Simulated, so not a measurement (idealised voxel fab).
The document below concerns the process module designated voxel ribs on slabs.
The cross-section shown here is cut; it is 170 nm wide and divided into square cells measuring 5 nm on a side.
A cross-section in this document is a grid of square cells, and it is written down as bands, the top band listed before the ones below it; a band is made up of one or more rows of cells.
The band entry comprises the height of the band's top followed by the height of its bottom, expressed in nm, and subsequently the band's materials from left to right, each stated together with its width in nm. Where a single material is marked with the word "everywhere", that material fills the band from edge to edge. The word "air" represents empty space.
Height datum 0, below which the as-received substrate wafer is one material. Lowest band open at the bottom, running downward: "0 down".
The width entry "30..40" should be interpreted row by row: the top row of cells in the band takes the first number, the bottom row takes the second number, and the change between adjacent rows is uniform throughout.
"nothing was modified" after a step means that no cell of the cross-section changed.
"Sealed internal voids" enumerates empty spaces isolated from the top, with no open way to it, that contain at least 8 cells, giving each as width x height at distance from the left edge, all three in nm.
On each step's line, the part that comes after the settings is the simulator's own comment on the step.
overlay nm: for a step with a mask, the amount by which the mask lay right of where it was planned; a negative amount means left of it.
### Steps planned for the process
step 1: op RECEIVE | material Si
step 2: op DIRECTIONAL_DEP | material SiO2 | thk nm 30
step 3: op DIRECTIONAL_DEP | material SiN | thk nm 15
step 4: op PATTERN | tone cover | mask id RIB | material resist | width nm 20 | thk nm 15 | overlay nm 0
step 5: op DIRECTIONAL_ETCH | etch materials SiN | depth nm 10
step 6: op STRIP | etch materials resist
step 7: op DIRECTIONAL_DEP | material aC | thk nm 15
step 8: op PATTERN | tone cover | mask id SLAB | material resist | width nm 70 | thk nm 35 | overlay nm -15
step 9: op DIRECTIONAL_ETCH | etch materials aC | depth nm 15
step 10: op STRIP | etch materials resist
step 11: op DIRECTIONAL_ETCH | etch materials SiN | depth nm 5
step 12: op STRIP | etch materials aC
step 13: op FILL_DEP | material SiO2 | thk nm 20
step 14: op CMP | height nm 55
step 15: op DIRECTIONAL_DEP | material W | thk nm 10
step 16: op DIRECTIONAL_DEP | material aC | thk nm 10
step 17: op PATTERN | tone cover | mask id HEATER | material resist | width nm 30 | thk nm 25 | overlay nm 0
step 18: op DIRECTIONAL_ETCH | etch materials aC | depth nm 10
step 19: op STRIP | etch materials resist
step 20: op DIRECTIONAL_ETCH | etch materials W | depth nm 10
step 21: op STRIP | etch materials aC
step 22: op CONFORMAL_DEP | material SiN | thk nm 5
Same starting wafers, different overlay nm at step 8. Plan value belongs to the first wafer.
### Cross-section of the first incoming wafer of several, state after step 1
* 0 down = Si everywhere
* Sealed internal voids: none
### first wafer at the end, after step 22
* 70 to 65 = air 65, then SiN 40, then air 65
* 65 to 60 = air 65, then SiN 5, then W 30, then SiN 5, then air 65
* 60 to 55 = SiN 70, then W 30, then SiN 70
* 55 to 45 = SiO2 everywhere
* 45 to 35 = SiO2 75, then SiN 20, then SiO2 75
* 35 to 30 = SiO2 35, then SiN 70, then SiO2 65
* 30 to 0 = SiO2 everywhere
* 0 down = Si everywhere
* Sealed internal voids: none
### Cross-sectional view of the final wafer of several at the module's end
* 70 to 65 = air 65, then SiN 40, then air 65
* 65 to 60 = air 65, then SiN 5, then W 30, then SiN 5, then air 65
* 60 to 55 = SiN 70, then W 30, then SiN 70
* 55 to 45 = SiO2 everywhere
* 45 to 35 = SiO2 75, then SiN 20, then SiO2 75
* 35 to 30 = SiO2 65, then SiN 70, then SiO2 35
* 30 to 0 = SiO2 everywhere
* 0 down = Si everywhere
* Sealed internal voids: none
### Gained (+) or lost (-) cells of each material since receipt, then closed voids: one row per wafer, at the end of the module
overlay nm -15; +60 SiN; +352 SiO2; +12 W; Sealed internal voids: none
overlay nm -10; +60 SiN; +352 SiO2; +12 W; Sealed internal voids: none
overlay nm -5; +60 SiN; +352 SiO2; +12 W; Sealed internal voids: none
overlay nm 0; +60 SiN; +352 SiO2; +12 W; Sealed internal voids: none
overlay nm 5; +60 SiN; +352 SiO2; +12 W; Sealed internal voids: none
overlay nm 10; +60 SiN; +352 SiO2; +12 W; Sealed internal voids: none
overlay nm 15; +60 SiN; +352 SiO2; +12 W; Sealed internal voids: none
